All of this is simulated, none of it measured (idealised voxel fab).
voxel trench capacitor: a process module
Cross-section cut spans 205 nm and uses square cells 5 nm in size.
Just so we're on the same page, the cross-sections are grids of square cells, and they're listed out in bands top to bottom, each band one or more rows deep. Top height, bottom height, nm. Materials left to right, width each, nm. Single material + "full width" = fills band edge to edge. "empty" = empty. Heights are reckoned from 0. Under this level, the received wafer is all of one material. The bottommost band is open-ended downward, for example "from 0 down". Think of "30->40" as a width that walks from the first number to the second as you go down the band, top row to bottom row, taking equal-sized steps from row to row. "nothing different" -> step changed no cross-section cell. Closed-off voids of 8+ cells (no open route to the top) go in "Fully closed voids", written width x height at distance from the left edge, in nm. Step line, after settings: the simulator's comment on this step. overlay nm: on a step with a mask, how far right of its planned place the mask lay; negative means left.
Planned step list for the process:
1: RECEIVE (material Si)
2: CONFORMAL_DEP (material SiN; thk nm 5)
3: DIRECTIONAL_DEP (material aC; thk nm 10)
4: PATTERN (tone open; mask id TRENCH; material resist; width nm 20; pitch nm 50; thk nm 30; overlay nm -15)
5: DIRECTIONAL_ETCH (etch materials aC; depth nm 10)
6: STRIP (etch materials resist)
7: DIRECTIONAL_ETCH (etch materials SiN; depth nm 5)
8: DIRECTIONAL_ETCH (etch materials Si; depth nm 25)
9: STRIP (etch materials aC)
10: CONFORMAL_DEP (material Al2O3; thk nm 5)
11: FILL_DEP (material polySi; thk nm 5)
12: CMP (height nm 5)
Every wafer here starts from the same state; it is the step 4 overlay nm that distinguishes them, and the value the plan gives belongs to the first wafer.
As received, i.e. after step 1: cross-section through the first of several wafers:
> from 0 down | Si full width
> Fully closed voids: none
Cross-section after step 12, the final step of the module, for the first of several wafers:
> from 5 to 0 | SiN 50 nm, Al2O3 5 nm, polySi 10 nm, Al2O3 5 nm, SiN 30 nm, Al2O3 5 nm, polySi 10 nm, Al2O3 5 nm, SiN 85 nm
> from 0 to -20 | Si 50 nm, Al2O3 5 nm, polySi 10 nm, Al2O3 5 nm, Si 30 nm, Al2O3 5 nm, polySi 10 nm, Al2O3 5 nm, Si 85 nm
> from -20 to -25 | Si 50 nm, Al2O3 20 nm, Si 30 nm, Al2O3 20 nm, Si 85 nm
> from -25 down | Si full width
> Fully closed voids: none
Last wafer, end of module, cross-section:
> from 5 to 0 | SiN 80 nm, Al2O3 5 nm, polySi 10 nm, Al2O3 5 nm, SiN 30 nm, Al2O3 5 nm, polySi 10 nm, Al2O3 5 nm, SiN 55 nm
> from 0 to -20 | Si 80 nm, Al2O3 5 nm, polySi 10 nm, Al2O3 5 nm, Si 30 nm, Al2O3 5 nm, polySi 10 nm, Al2O3 5 nm, Si 55 nm
> from -20 to -25 | Si 80 nm, Al2O3 20 nm, Si 30 nm, Al2O3 20 nm, Si 55 nm
> from -25 down | Si full width
> Fully closed voids: none
For your reference, the table is organized with a row per wafer; each row reflects the wafer at the end of the module, indicating for each material the cells gained (+) or lost (-) since receipt, and thereafter its closed voids:
overlay nm -15 | +28 Al2O3 | -40 Si | +33 SiN | +20 polySi | Fully closed voids: none
overlay nm -10 | +28 Al2O3 | -40 Si | +33 SiN | +20 polySi | Fully closed voids: none
overlay nm -5 | +28 Al2O3 | -40 Si | +33 SiN | +20 polySi | Fully closed voids: none
overlay nm 0 | +28 Al2O3 | -40 Si | +33 SiN | +20 polySi | Fully closed voids: none
overlay nm 5 | +28 Al2O3 | -40 Si | +33 SiN | +20 polySi | Fully closed voids: none
overlay nm 10 | +28 Al2O3 | -40 Si | +33 SiN | +20 polySi | Fully closed voids: none
overlay nm 15 | +28 Al2O3 | -40 Si | +33 SiN | +20 polySi | Fully closed voids: none
